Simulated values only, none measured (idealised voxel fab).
process module | voxel self aligned vias
cross-section cut | 275 nm wide | cells 5 nm
A cross-section is a grid of square cells, given in bands from the top down. A band is one or more rows of cells.
Each band's line starts with the height of the band's top and of its bottom, in nm. Then come its materials from left to right, each with its width in nm. One material with "throughout" fills the band from edge to edge. "air" is empty space.
Height 0 is the level under which the wafer as received is all one material. The lowest band goes on downwards, as in "0 down".
A width such as "30 to 40" changes by the same amount from each row of cells to the next, from the band's top row to its bottom row.
"no change" after a step means that no cell of the cross-section changed.
closed voids: empty space of 8 cells or more with no open way to the top, each as width x height at its distance from the left edge, in nm
after a step's settings: what the simulator itself notes on the step
overlay nm, on a step with a mask: how far to the right of its planned place the mask lay; to the left if negative
plan
1 op RECEIVE | material Si
2 op CONFORMAL_DEP | material SiO2 | thk nm 10
3 op CONFORMAL_DEP | material SiCN | thk nm 5
4 op DIRECTIONAL_DEP | material SiO2 | thk nm 20
5 op MASKED_ETCH | tone open | mask id LINES | width nm 20 | pitch nm 50 | etch materials SiO2 | depth nm 20 | overlay nm 0
6 op CONFORMAL_DEP | material TiN | thk nm 5
7 op FILL_DEP | material W | thk nm 10
8 op CMP | height nm 35
9 op SELECTIVE_ETCH | etch materials W Ru TiN | depth nm 10
10 op FILL_DEP | material SiN | thk nm 10
11 op CMP | height nm 35
12 op DIRECTIONAL_DEP | material SiO2 | thk nm 15
13 op PATTERN | tone open | mask id VIAS | material resist | width nm 30 | thk nm 15 | overlay nm 0
14 op DIRECTIONAL_ETCH | etch materials SiO2 | depth nm 15
15 op DIRECTIONAL_ETCH | etch materials SiN | depth nm 10
16 op STRIP | etch materials resist
17 op CONFORMAL_DEP | material TiN | thk nm 5
18 op FILL_DEP | material Ru | thk nm 5
19 op CMP | height nm 50
20 op CONFORMAL_DEP | material SiN | thk nm 5
as received, after step 1
  0 down: Si throughout
  closed voids: none
first wafer at the end, as planned
  55 to 50: SiN throughout
  50 to 40: SiO2 95 | TiN 5 | Ru 20 | TiN 5 | SiO2 150
  40 to 35: SiO2 95 | TiN 10 | Ru 10 | TiN 10 | SiO2 150
  35 to 30: SiO2 100 | TiN 5 | Ru 10 | TiN 5 | SiO2 30 | SiN 20 | SiO2 105
  30 to 25: SiO2 100 | TiN 20 | SiO2 30 | SiN 20 | SiO2 105
  25 to 20: SiO2 100 | TiN 5 | W 10 | TiN 5 | SiO2 30 | TiN 5 | W 10 | TiN 5 | SiO2 105
  20 to 15: SiO2 100 | TiN 20 | SiO2 30 | TiN 20 | SiO2 105
  15 to 10: SiCN throughout
  10 to 0: SiO2 throughout
  0 down: Si throughout
  closed voids: none
second wafer at the end: like start, like plan, one mistake
  55 to 50: SiN throughout
  50 to 40: SiO2 95 | TiN 5 | Ru 20 | TiN 5 | SiO2 150
  40 to 35: SiO2 95 | TiN 30 | SiO2 150
  35 to 25: SiN 95 | TiN 5 | SiO2 20 | TiN 5 | SiN 25 | SiO2 20 | SiN 105
  25 to 20: W 95 | TiN 5 | SiO2 20 | TiN 5 | W 20 | TiN 5 | SiO2 20 | TiN 5 | W 100
  20 to 15: TiN 100 | SiO2 20 | TiN 30 | SiO2 20 | TiN 105
  15 to 10: SiCN throughout
  10 to 0: SiO2 throughout
  0 down: Si throughout
  closed voids: none
what went wrong: step 5 ran as: op MASKED_ETCH | tone cover | mask id LINES | width nm 20 | pitch nm 50 | etch materials SiO2 | depth nm 20 | overlay nm 0
at the end the second wafer has, in cells: 4 fewer of Ru | 82 more of SiN | 156 fewer of SiO2 | 39 more of TiN | 39 more of W
